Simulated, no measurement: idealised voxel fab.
Process module, titled voxel trench capacitor
We display cut, a cross-section 185 nm in width whose square cells are each 5 nm.
When this document writes out a cross-section, it uses a grid of square cells and lists it as bands, beginning at the top and moving down, with a band standing for one or more rows of cells.
Band: top height; bottom height; in nm. Then, left to right: material with width in nm, for each material. "full width": a single material spanning edge to edge. "air": empty space.
All heights in this document are referenced to 0, defined as the level beneath which the wafer, as received, consists entirely of one material. The lowest band is not bounded below; it extends indefinitely downward and is written in the form "0 nm and below".
Top row gets the first number, bottom row gets the second, and each row in between changes by the same step: that is how a band width like "30 to 40" works.
"nothing changed" -> step changed no cross-section cell.
Empty spaces counting at least 8 cells and having no open way to the top are listed in "Enclosed empty spaces". The notation width x height at distance is used for each, the distance being from the left edge and all three values in nm.
Where a step's line continues beyond its settings, the continuation is a remark by the simulator itself on that step.
The setting "overlay nm" may be written on the line of a step. When the step uses a mask, the value reports how far to the right of the planned place the mask lay, and a negative value reports that it lay to the left.
-- The following list gives the planned process steps
1. RECEIVE with material Si
2. CONFORMAL_DEP with material SiN, thk nm 5
3. DIRECTIONAL_DEP with material aC, thk nm 10
4. PATTERN with tone open, mask id TRENCH, material resist, width nm 20, pitch nm 45, thk nm 25, overlay nm 0
5. DIRECTIONAL_ETCH with etch materials aC, depth nm 10
6. STRIP with etch materials resist
7. DIRECTIONAL_ETCH with etch materials SiN, depth nm 5
8. DIRECTIONAL_ETCH with etch materials Si, depth nm 40
9. STRIP with etch materials aC
10. CONFORMAL_DEP with material Al2O3, thk nm 5
11. FILL_DEP with material polySi, thk nm 10
12. CMP with height nm 5
-- Received-state cross-section, reflecting completion of step 1
    0 nm and below | Si full width
    Enclosed empty spaces: none
-- Cross-sectional result after module completion. Note: starting condition and plan are unchanged from above; one processing mistake was made
    5 nm to 0 nm | polySi (15); Al2O3 (5); polySi (10); Al2O3 (5); polySi (25); Al2O3 (5); polySi (10); Al2O3 (5); polySi (25); Al2O3 (5); polySi (10); Al2O3 (5); polySi (25); Al2O3 (5); polySi (10); Al2O3 (5); polySi (15)
    0 nm to -30 nm | Si (15); Al2O3 (5); polySi (10); Al2O3 (5); Si (25); Al2O3 (5); polySi (10); Al2O3 (5); Si (25); Al2O3 (5); polySi (10); Al2O3 (5); Si (25); Al2O3 (5); polySi (10); Al2O3 (5); Si (15)
    -30 nm to -35 nm | Si (15); Al2O3 (20); Si (25); Al2O3 (20); Si (25); Al2O3 (20); Si (25); Al2O3 (20); Si (15)
    -35 nm and below | Si full width
    Enclosed empty spaces: none
Which mistake was made when the wafer was run? step 2 did not use the planned setting and instead ran as CONFORMAL_DEP with material polySi, thk nm 5
